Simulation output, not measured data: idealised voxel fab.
process module | voxel transistor to metal
Shown is cross-section cut, with a width of 285 nm and square cells of size 5 nm.
For the purposes of this document, a cross-section shall be understood as a grid of square cells, specified as bands listed in top-to-bottom order, each band consisting of one or more rows of cells.
The band entry comprises the height of the band's top followed by the height of its bottom, expressed in nm, and subsequently the band's materials from left to right, each stated together with its width in nm. Where a single material is marked with the word "full width", that material fills the band from edge to edge. The word "blank" represents empty space.
Counting heights begins at 0, where everything beneath is, in the wafer as received, one material. The lowest band has no bottom; it goes on downwards, as "0 -> down" shows.
A two-number width, for instance "30->40", indicates that the width is equal to the first number in the top row of the band and to the second number in the bottom row, and that it changes by a constant amount per row of cells.
Basically "stayed the same" means that step didn't change any cell in the cross-section.
Any empty space of 8 cells or more lacking an open way to the top shows up in "Sealed internal cavities" as width x height at distance, distance from the left edge, in nm.
Read whatever lies past the settings on a step's line as the simulator's own remark about the step.
overlay nm: on a step with a mask, how far right of its planned place the mask lay; negative means left.
## plan
- 1: RECEIVE: material Si
- 2: CONFORMAL_DEP: material SiO2, thk nm 5
- 3: CONFORMAL_DEP: material SiN, thk nm 10
- 4: DIRECTIONAL_DEP: material aC, thk nm 10
- 5: PATTERN: tone cover, mask id ACTIVE, material resist, width nm 90, pitch nm 115, thk nm 25, overlay nm 0
- 6: DIRECTIONAL_ETCH: etch materials aC, depth nm 10
- 7: STRIP: etch materials resist
- 8: DIRECTIONAL_ETCH: etch materials SiN, depth nm 10
- 9: DIRECTIONAL_ETCH: etch materials SiO2, depth nm 5
- 10: DIRECTIONAL_ETCH: etch materials Si, depth nm 25
- 11: STRIP: etch materials aC
- 12: FILL_DEP: material SiO2, thk nm 10
- 13: CMP: height nm 15
- 14: SELECTIVE_ETCH: etch materials SiO2, depth nm 10
- 15: STRIP: etch materials SiN
- 16: SELECTIVE_ETCH: etch materials SiO2, depth nm 5
- 17: OXIDIZE: depth nm 5
- 18: DIRECTIONAL_DEP: material polySi, thk nm 30
- 19: DIRECTIONAL_DEP: material SiCN, thk nm 15
- 20: PATTERN: tone cover, mask id GATE, material resist, width nm 20, pitch nm 115, thk nm 20, overlay nm 0
- 21: DIRECTIONAL_ETCH: etch materials SiCN, depth nm 25
- 22: DIRECTIONAL_ETCH: etch materials polySi, depth nm 40
- 23: STRIP: etch materials resist
- 24: CONFORMAL_DEP: material SiO2, thk nm 5
- 25: DIRECTIONAL_ETCH: etch materials SiO2, depth nm 5
- 26: CONFORMAL_DEP: material SiN, thk nm 5
- 27: DIRECTIONAL_ETCH: etch materials SiN, depth nm 5
- 28: DIRECTIONAL_ETCH: etch materials SiO2, depth nm 5
- 29: DIRECTIONAL_ETCH: etch materials Si, depth nm 10
- 30: EPI: material SiGe, thk nm 15
- 31: FILL_DEP: material SiO2, thk nm 5
- 32: CMP: height nm 45
- 33: DIRECTIONAL_DEP: material SiO2, thk nm 15
- 34: PATTERN: tone open, mask id CONTACT, material resist, width nm 15, thk nm 20, overlay nm 0
- 35: DIRECTIONAL_ETCH: etch materials SiO2, depth nm 60
- 36: STRIP: etch materials resist
- 37: CONFORMAL_DEP: material TiN, thk nm 5
- 38: FILL_DEP: material Ru, thk nm 10
- 39: CMP: height nm 60
- 40: CONFORMAL_DEP: material SiCN, thk nm 5
- 41: DIRECTIONAL_DEP: material lowk, thk nm 15
- 42: PATTERN: tone open, mask id METAL_1, material resist, width nm 15, thk nm 15, overlay nm 0
- 43: DIRECTIONAL_ETCH: etch materials lowk, depth nm 15
- 44: DIRECTIONAL_ETCH: etch materials SiCN, depth nm 5
- 45: STRIP: etch materials resist
- 46: CONFORMAL_DEP: material TiN, thk nm 5
- 47: FILL_DEP: material W, thk nm 5
- 48: CMP: height nm 80
- 49: CONFORMAL_DEP: material SiCN, thk nm 5
- 50: DIRECTIONAL_DEP: material lowk, thk nm 30
- 51: DIRECTIONAL_DEP: material aC, thk nm 15
- 52: PATTERN: tone open, mask id METAL_2, material resist, width nm 15, pitch nm 115, thk nm 30, overlay nm 0
- 53: DIRECTIONAL_ETCH: etch materials aC, depth nm 15
- 54: STRIP: etch materials resist
- 55: DIRECTIONAL_ETCH: etch materials lowk, depth nm 20
- 56: STRIP: etch materials aC
- 57: PATTERN: tone open, mask id METAL_2_HOLES, material resist, width nm 15, pitch nm 115, thk nm 20, overlay nm 0
- 58: DIRECTIONAL_ETCH: etch materials lowk, depth nm 10
- 59: DIRECTIONAL_ETCH: etch materials SiCN, depth nm 5
- 60: STRIP: etch materials resist
- 61: CONFORMAL_DEP: material TiN, thk nm 5
- 62: FILL_DEP: material Cu, thk nm 5
- 63: CMP: height nm 115
- 64: CONFORMAL_DEP: material SiN, thk nm 5
## Wafer cross-section on receipt, i.e. after step 1
> 0 -> down: Si full width
> Sealed internal cavities: none
## First wafer of two, sectioned at end of module; run went per plan
> 120 -> 115: SiN full width
> 115 -> 85: lowk 45 / TiN 5 / Cu 5 / TiN 5 / lowk 100 / TiN 5 / Cu 5 / TiN 5 / lowk 110
> 85 -> 80: SiCN 45 / TiN 15 / SiCN 100 / TiN 15 / SiCN 110
> 80 -> 65: lowk 45 / TiN 5 / W 5 / TiN 5 / lowk 50 / TiN 5 / W 5 / TiN 5 / lowk 35 / TiN 5 / W 5 / TiN 5 / lowk 50 / TiN 5 / W 5 / TiN 5 / lowk 45
> 65 -> 60: SiCN 45 / TiN 15 / SiCN 50 / TiN 15 / SiCN 35 / TiN 15 / SiCN 50 / TiN 15 / SiCN 45
> 60 -> 45: SiO2 45 / TiN 5 / Ru 5 / TiN 5 / SiO2 50 / TiN 5 / Ru 5 / TiN 5 / SiO2 35 / TiN 5 / Ru 5 / TiN 5 / SiO2 50 / TiN 5 / Ru 5 / TiN 5 / SiO2 45
> 45 -> 30: SiO2 45 / TiN 5 / Ru 5 / TiN 5 / SiO2 5 / SiN 5 / SiO2 5 / SiCN 20 / SiO2 5 / SiN 5 / SiO2 5 / TiN 5 / Ru 5 / TiN 5 / SiO2 35 / TiN 5 / Ru 5 / TiN 5 / SiO2 5 / SiN 5 / SiO2 5 / SiCN 20 / SiO2 5 / SiN 5 / SiO2 5 / TiN 5 / Ru 5 / TiN 5 / SiO2 45
> 30 -> 15: SiO2 45 / TiN 5 / Ru 5 / TiN 5 / SiO2 5 / SiN 5 / SiO2 5 / polySi 20 / SiO2 5 / SiN 5 / SiO2 5 / TiN 5 / Ru 5 / TiN 5 / SiO2 35 / TiN 5 / Ru 5 / TiN 5 / SiO2 5 / SiN 5 / SiO2 5 / polySi 20 / SiO2 5 / SiN 5 / SiO2 5 / TiN 5 / Ru 5 / TiN 5 / SiO2 45
> 15 -> 10: SiO2 45 / TiN 15 / SiO2 5 / SiN 5 / SiO2 5 / polySi 20 / SiO2 5 / SiN 5 / SiO2 5 / TiN 15 / SiO2 35 / TiN 15 / SiO2 5 / SiN 5 / SiO2 5 / polySi 20 / SiO2 5 / SiN 5 / SiO2 5 / TiN 15 / SiO2 45
> 10 -> 0: SiO2 45 / TiN 5 / SiGe 15 / SiN 5 / SiO2 5 / polySi 20 / SiO2 5 / SiN 5 / SiGe 15 / TiN 5 / SiO2 35 / TiN 5 / SiGe 15 / SiN 5 / SiO2 5 / polySi 20 / SiO2 5 / SiN 5 / SiGe 15 / TiN 5 / SiO2 45
> 0 -> -5: SiO2 35 / SiGe 30 / SiO2 40 / SiGe 30 / SiO2 15 / SiGe 30 / SiO2 40 / SiGe 30 / SiO2 35
> -5 -> -15: SiO2 40 / SiGe 25 / Si 40 / SiGe 25 / SiO2 25 / SiGe 25 / Si 40 / SiGe 25 / SiO2 40
> -15 -> -25: SiO2 40 / Si 90 / SiO2 25 / Si 90 / SiO2 40
> -25 -> down: Si full width
> Sealed internal cavities: none
## Second wafer through the module, sectioned at the end: same beginning and same plan as the first wafer, with one mistake in carrying it out
> 120 -> 115: SiN full width
> 115 -> 85: lowk 45 / TiN 5 / Cu 5 / TiN 5 / lowk 100 / TiN 5 / Cu 5 / TiN 5 / lowk 110
> 85 -> 80: SiCN 45 / TiN 15 / SiCN 100 / TiN 15 / SiCN 110
> 80 -> 65: lowk 45 / TiN 5 / W 5 / TiN 5 / lowk 50 / TiN 5 / W 5 / TiN 5 / lowk 35 / TiN 5 / W 5 / TiN 5 / lowk 50 / TiN 5 / W 5 / TiN 5 / lowk 45
> 65 -> 60: SiCN 45 / TiN 15 / SiCN 50 / TiN 15 / SiCN 35 / TiN 15 / SiCN 50 / TiN 15 / SiCN 45
> 60 -> 45: SiO2 45 / TiN 5 / Ru 5 / TiN 5 / SiO2 50 / TiN 5 / Ru 5 / TiN 5 / SiO2 35 / TiN 5 / Ru 5 / TiN 5 / SiO2 50 / TiN 5 / Ru 5 / TiN 5 / SiO2 45
> 45 -> 30: SiO2 45 / TiN 5 / Ru 5 / TiN 5 / SiO2 5 / SiN 5 / SiO2 5 / SiCN 20 / SiO2 5 / SiN 5 / SiO2 5 / TiN 5 / Ru 5 / TiN 5 / SiO2 35 / TiN 5 / Ru 5 / TiN 5 / SiO2 5 / SiN 5 / SiO2 5 / SiCN 20 / SiO2 5 / SiN 5 / SiO2 5 / TiN 5 / Ru 5 / TiN 5 / SiO2 45
> 30 -> 20: SiO2 45 / TiN 5 / Ru 5 / TiN 5 / SiO2 5 / SiN 5 / SiO2 5 / polySi 20 / SiO2 5 / SiN 5 / SiO2 5 / TiN 5 / Ru 5 / TiN 5 / SiO2 35 / TiN 5 / Ru 5 / TiN 5 / SiO2 5 / SiN 5 / SiO2 5 / polySi 20 / SiO2 5 / SiN 5 / SiO2 5 / TiN 5 / Ru 5 / TiN 5 / SiO2 45
> 20 -> 15: SiO2 45 / TiN 15 / SiO2 5 / SiN 5 / SiO2 5 / polySi 20 / SiO2 5 / SiN 5 / SiO2 5 / TiN 15 / SiO2 35 / TiN 15 / SiO2 5 / SiN 5 / SiO2 5 / polySi 20 / SiO2 5 / SiN 5 / SiO2 5 / TiN 15 / SiO2 45
> 15 -> 10: SiO2 65 / SiN 5 / SiO2 5 / polySi 20 / SiO2 5 / SiN 5 / SiO2 75 / SiN 5 / SiO2 5 / polySi 20 / SiO2 5 / SiN 5 / SiO2 65
> 10 -> 0: SiO2 50 / SiGe 15 / SiN 5 / SiO2 5 / polySi 20 / SiO2 5 / SiN 5 / SiGe 15 / SiO2 45 / SiGe 15 / SiN 5 / SiO2 5 / polySi 20 / SiO2 5 / SiN 5 / SiGe 15 / SiO2 50
> 0 -> -5: SiO2 35 / SiGe 30 / SiO2 40 / SiGe 30 / SiO2 15 / SiGe 30 / SiO2 40 / SiGe 30 / SiO2 35
> -5 -> -15: SiO2 40 / SiGe 25 / Si 40 / SiGe 25 / SiO2 25 / SiGe 25 / Si 40 / SiGe 25 / SiO2 40
> -15 -> -25: SiO2 40 / Si 90 / SiO2 25 / Si 90 / SiO2 40
> -25 -> down: Si full width
> Sealed internal cavities: none
Heads up, the wafer didn't run the way we planned it: twice over, step 33 of the plan was run
In the final state, the cell counts of the second wafer exceed or fall short of those of the first for the following materials: 4 fewer of Ru, 20 more of SiO2, 16 fewer of TiN
